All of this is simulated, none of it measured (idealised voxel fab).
Herein follows the process module entitled voxel quadruple lines.
The width of the displayed cross-section, cut, is 140 nm; its cells are square, with a size of 5 nm.
Cross-section layout: square cells on a grid; listed as bands, top to bottom; a band spans one or more cell rows.
Band: top height; bottom height; in nm. Then, left to right: material with width in nm, for each material. "edge to edge": a single material spanning edge to edge. "blank": empty space.
Ref level 0: as-received wafer is one material below here. Bottom band extends down with no lower bound ("0 nm and below").
With a width like "30 to 40", each row of cells in the band differs from the next by the same amount, the top row carrying the first number and the bottom row the second.
"nothing got changed" -> step changed no cross-section cell.
"Closed void register" contains a list of empty spaces, each no smaller than 8 cells and without an open way to the top, written in the form width x height at distance with the distance from the left edge and all three in nm.
Where a step's line continues beyond its settings, the continuation is a remark by the simulator itself on that step.
"overlay nm", when on a step's line for a step with a mask, measures how far to the right of its planned place the mask lay; a negative measure means to the left.
**Planned process steps**
| 1 | RECEIVE,material Si |
| 2 | CONFORMAL_DEP,material Al2O3,thk nm 10 |
| 3 | DIRECTIONAL_DEP,material W,thk nm 15 |
| 4 | DIRECTIONAL_DEP,material polySi,thk nm 20 |
| 5 | DIRECTIONAL_DEP,material aC,thk nm 20 |
| 6 | PATTERN,tone cover,mask id MANDREL,material resist,width nm 20,thk nm 25,overlay nm 0 |
| 7 | DIRECTIONAL_ETCH,etch materials aC,depth nm 20 |
| 8 | STRIP,etch materials resist |
| 9 | CONFORMAL_DEP,material SiO2,thk nm 10 |
| 10 | DIRECTIONAL_ETCH,etch materials SiO2,depth nm 10 |
| 11 | STRIP,etch materials aC |
| 12 | DIRECTIONAL_ETCH,etch materials polySi,depth nm 20 |
| 13 | STRIP,etch materials SiO2 |
| 14 | CONFORMAL_DEP,material SiN,thk nm 5 |
| 15 | DIRECTIONAL_ETCH,etch materials SiN,depth nm 5 |
| 16 | STRIP,etch materials polySi |
| 17 | DIRECTIONAL_ETCH,etch materials W,depth nm 15 |
| 18 | STRIP,etch materials SiN |
| 19 | FILL_DEP,material lowk,thk nm 5 |
| 20 | CMP,height nm 25 |
**Cross-section of the wafer upon arrival, representing the state reached after step 1**
    0 nm and below  Si edge to edge
    Closed void register: none
**Looking at the first of two wafers in cross-section at end of module - ran to plan**
    25 nm to 10 nm  lowk 45 | W 5 | lowk 10 | W 5 | lowk 10 | W 5 | lowk 10 | W 5 | lowk 45
    10 nm to 0 nm  Al2O3 edge to edge
    0 nm and below  Si edge to edge
    Closed void register: none
**Second wafer cross-section at end of module - shared start and plan with the first, one mistake in the run**
    25 nm to 10 nm  polySi edge to edge
    10 nm to 0 nm  Al2O3 edge to edge
    0 nm and below  Si edge to edge
    Closed void register: none
Processing error: the processing plan was not followed for steps 3 and 4, which were run with their positions exchanged
at the end the second wafer has, in cells: W -12, lowk -72, polySi +84
